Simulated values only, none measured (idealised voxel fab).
The process module that follows is named voxel gate over fins.
The width of the displayed cross-section, cut, is 245 nm; its cells are square, with a size of 5 nm.
We lay out every cross-section as a grid of square cells and spell it out in bands from the top down, where one band means one or more rows of cells.
The band entry comprises the height of the band's top followed by the height of its bottom, expressed in nm, and subsequently the band's materials from left to right, each stated together with its width in nm. Where a single material is marked with the word "full width", that material fills the band from edge to edge. The word "blank" represents empty space.
Basically, 0 is our baseline, since under it the wafer straight out of the box is all one material. The bottom band has no lower end and keeps on going down, so it looks like "0 -> down".
It should be noted that a width expressed as "30 to 40" varies in equal increments from row to row of cells within the band, taking the value of the first number at the top row and that of the second number at the bottom row.
A step reported as "left unchanged" is a step in which no cell of the cross-section changed.
"Sealed void list": empty spaces of 8 cells or more with no open way to the top, each given as width x height at distance, distance from the left edge, all in nm.
That trailing text on a step's line, after the settings, is the simulator's own remark on the step.
The setting "overlay nm" may be written on the line of a step. When the step uses a mask, the value reports how far to the right of the planned place the mask lay, and a negative value reports that it lay to the left.
## The steps planned for the process are as follows
- 1: RECEIVE: material Si
- 2: CONFORMAL_DEP: material SiN, thk nm 5
- 3: PATTERN: tone cover, mask id FINS, material resist, width nm 15, pitch nm 35, thk nm 20, overlay nm 0
- 4: DIRECTIONAL_ETCH: etch materials SiN, depth nm 5
- 5: DIRECTIONAL_ETCH: etch materials Si, depth nm 30
- 6: STRIP: etch materials resist
- 7: FILL_DEP: material SiO2, thk nm 10
- 8: CMP: height nm 5
- 9: SELECTIVE_ETCH: etch materials SiO2, depth nm 20
- 10: STRIP: etch materials SiN
- 11: CONFORMAL_DEP: material HfO2, thk nm 5
- 12: CONFORMAL_DEP: material TiN, thk nm 5
- 13: CONFORMAL_DEP: material TiAl, thk nm 5
- 14: CONFORMAL_DEP: material TiN, thk nm 5
- 15: FILL_DEP: material W, thk nm 15
- 16: CMP: height nm 30
- 17: CONFORMAL_DEP: material SiCN, thk nm 5
## First wafer of two (run as planned)
## Here's what the wafer looked like in cross-section when it arrived - that's after step 1
* 0 -> down | Si full width
* Sealed void list: none
## After step 2, in cross-section
* 5 -> 0 | SiN full width
* Rest of section, below 0: as before.
## After step 3, in cross-section
* 25 -> 5 | 95 of blank  15 of resist  20 of blank  15 of resist  100 of blank
* Rest of section, below 5: as before.
## After step 4, in cross-section
* 25 -> 5 | 95 of blank  15 of resist  20 of blank  15 of resist  100 of blank
* 5 -> 0 | 95 of blank  15 of SiN  20 of blank  15 of SiN  100 of blank
* Rest of section, below 0: as before.
## After step 5, in cross-section
* 25 -> 5 | 95 of blank  15 of resist  20 of blank  15 of resist  100 of blank
* 5 -> 0 | 95 of blank  15 of SiN  20 of blank  15 of SiN  100 of blank
* 0 -> -30 | 95 of blank  15 of Si  20 of blank  15 of Si  100 of blank
* Rest of section, below -30: as before.
## After step 6, in cross-section
* 5 -> 0 | 95 of blank  15 of SiN  20 of blank  15 of SiN  100 of blank
* Rest of section, below 0: as before.
## After step 7, in cross-section
* 15 -> 5 | SiO2 full width
* 5 -> 0 | 95 of SiO2  15 of SiN  20 of SiO2  15 of SiN  100 of SiO2
* 0 -> -30 | 95 of SiO2  15 of Si  20 of SiO2  15 of Si  100 of SiO2
* Rest of section, below -30: as before.
## After step 8, in cross-section
* 5 -> 0 | 95 of SiO2  15 of SiN  20 of SiO2  15 of SiN  100 of SiO2
* Rest of section, below 0: as before.
## After step 9, in cross-section
* 5 -> 0 | 95 of blank  15 of SiN  20 of blank  15 of SiN  100 of blank
* 0 -> -15 | 95 of blank  15 of Si  20 of blank  15 of Si  100 of blank
* Rest of section, below -15: as before.
## After step 10, in cross-section
* 0 -> -15 | 95 of blank  15 of Si  20 of blank  15 of Si  100 of blank
* Rest of section, below -15: as before.
## After step 11, in cross-section
* 5 -> 0 | 90 of blank  25 of HfO2  10 of blank  25 of HfO2  95 of blank
* 0 -> -10 | 90 of blank  5 of HfO2  15 of Si  5 of HfO2  10 of blank  5 of HfO2  15 of Si  5 of HfO2  95 of blank
* -10 -> -15 | 95 of HfO2  15 of Si  20 of HfO2  15 of Si  100 of HfO2
* Rest of section, below -15: as before.
## After step 12, in cross-section
* 10 -> 5 | 85 of blank  70 of TiN  90 of blank
* 5 -> 0 | 85 of blank  5 of TiN  25 of HfO2  10 of TiN  25 of HfO2  5 of TiN  90 of blank
* 0 -> -5 | 85 of blank  5 of TiN  5 of HfO2  15 of Si  5 of HfO2  10 of TiN  5 of HfO2  15 of Si  5 of HfO2  5 of TiN  90 of blank
* -5 -> -10 | 90 of TiN  5 of HfO2  15 of Si  5 of HfO2  10 of TiN  5 of HfO2  15 of Si  5 of HfO2  95 of TiN
* Rest of section, below -10: as before.
## After step 13, in cross-section
* 15 -> 10 | 80 of blank  80 of TiAl  85 of blank
* 10 -> 5 | 80 of blank  5 of TiAl  70 of TiN  5 of TiAl  85 of blank
* 5 -> 0 | 80 of blank  5 of TiAl  5 of TiN  25 of HfO2  10 of TiN  25 of HfO2  5 of TiN  5 of TiAl  85 of blank
* 0 -> -5 | 85 of TiAl  5 of TiN  5 of HfO2  15 of Si  5 of HfO2  10 of TiN  5 of HfO2  15 of Si  5 of HfO2  5 of TiN  90 of TiAl
* Rest of section, below -5: as before.
## After step 14, in cross-section
* 20 -> 15 | 75 of blank  90 of TiN  80 of blank
* 15 -> 10 | 75 of blank  5 of TiN  80 of TiAl  5 of TiN  80 of blank
* 10 -> 5 | 75 of blank  5 of TiN  5 of TiAl  70 of TiN  5 of TiAl  5 of TiN  80 of blank
* 5 -> 0 | 80 of TiN  5 of TiAl  5 of TiN  25 of HfO2  10 of TiN  25 of HfO2  5 of TiN  5 of TiAl  85 of TiN
* Rest of section, below 0: as before.
## After step 15, in cross-section
* 35 -> 20 | W full width
* 20 -> 15 | 75 of W  90 of TiN  80 of W
* 15 -> 10 | 75 of W  5 of TiN  80 of TiAl  5 of TiN  80 of W
* 10 -> 5 | 75 of W  5 of TiN  5 of TiAl  70 of TiN  5 of TiAl  5 of TiN  80 of W
* Rest of section, below 5: as before.
## After step 16, in cross-section
* 30 -> 20 | W full width
* Rest of section, below 20: as before.
## After step 17, in cross-section
* 35 -> 30 | SiCN full width
* Rest of section, below 30: as before.
## For the second wafer, take the first wafer's start and plan, then add one mistake made in running it; everything through step 12, that step included, is shared with the first
## Second wafer shown in cross-section at the time step 13 was slated to end
* 15 -> 5 | 80 of blank  80 of TiN  85 of blank
* 5 -> 0 | 80 of blank  10 of TiN  25 of HfO2  10 of TiN  25 of HfO2  10 of TiN  85 of blank
* 0 -> -10 | 90 of TiN  5 of HfO2  15 of Si  5 of HfO2  10 of TiN  5 of HfO2  15 of Si  5 of HfO2  95 of TiN
* Rest of section, below -10: as before.
## Second wafer shown in cross-section at the time step 14 was slated to end
* 20 -> 15 | 75 of blank  90 of TiAl  80 of blank
* 15 -> 5 | 75 of blank  5 of TiAl  80 of TiN  5 of TiAl  80 of blank
* 5 -> 0 | 80 of TiAl  10 of TiN  25 of HfO2  10 of TiN  25 of HfO2  10 of TiN  85 of TiAl
* Rest of section, below 0: as before.
## Second wafer shown in cross-section at the time step 15 was slated to end
* 35 -> 20 | W full width
* 20 -> 15 | 75 of W  90 of TiAl  80 of W
* 15 -> 5 | 75 of W  5 of TiAl  80 of TiN  5 of TiAl  80 of W
* Rest of section, below 5: as before.
## Second wafer shown in cross-section at the time step 16 was slated to end
* 30 -> 20 | W full width
* Rest of section, below 20: as before.
## Second wafer shown in cross-section at the time step 17 was slated to end
* 35 -> 30 | SiCN full width
* Rest of section, below 30: as before.
The plan and the run diverged here: the processing plan was not followed for steps 13 and 14, which were run with their positions exchanged
at the end the second wafer has, in cells: as many of each material as the first, in other places
